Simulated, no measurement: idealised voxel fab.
process module | voxel released beams
cross-section cut | 220 nm wide | cells 5 nm
A cross-section is a grid of square cells, given in bands from the top down. A band is one or more rows of cells.
Each band's line starts with the height of the band's top and of its bottom, in nm. Then come its materials from left to right, each with its width in nm. One material with "throughout" fills the band from edge to edge. "air" is empty space.
Height 0 is the level under which the wafer as received is all one material. The lowest band goes on downwards, as in "0 down".
A width such as "30 to 40" changes by the same amount from each row of cells to the next, from the band's top row to its bottom row.
"no change" after a step means that no cell of the cross-section changed.
closed voids: empty space of 8 cells or more with no open way to the top, each as width x height at its distance from the left edge, in nm
after a step's settings: what the simulator itself notes on the step
overlay nm, on a step with a mask: how far to the right of its planned place the mask lay; to the left if negative
plan
1 op RECEIVE | material Si
2 op CONFORMAL_DEP | material SiN | thk nm 5
3 op DIRECTIONAL_DEP | material SiO2 | thk nm 20
4 op PATTERN | tone open | mask id ANCHOR | material resist | width nm 30 | thk nm 15 | overlay nm 0
5 op DIRECTIONAL_ETCH | etch materials SiO2 | depth nm 20
6 op STRIP | etch materials resist
7 op CONFORMAL_DEP | material polySi | thk nm 5
8 op PATTERN | tone cover | mask id BEAM | material resist | width nm 95 | thk nm 15 | overlay nm 0
9 op DIRECTIONAL_ETCH | etch materials polySi | depth nm 10
10 op STRIP | etch materials resist
11 op STRIP | etch materials SiO2
varied across the wafers: thk nm of step 7. The plan shows the first wafer's value. All wafers start alike
first wafer as received, after step 1
  0 down: Si throughout
  closed voids: none
each wafer at the end: cells of each material gained (+) or lost (-) since it was received, then its closed voids
thk nm 5 | +44 SiN | +27 polySi | closed voids: none
thk nm 10 | +44 SiN | +54 polySi | closed voids: none
thk nm 15 | +44 SiN | +152 SiO2 | +106 polySi | closed voids: none
thk nm 20 | +44 SiN | +152 SiO2 | +150 polySi | closed voids: none
thk nm 25 | +44 SiN | +152 SiO2 | +194 polySi | closed voids: none
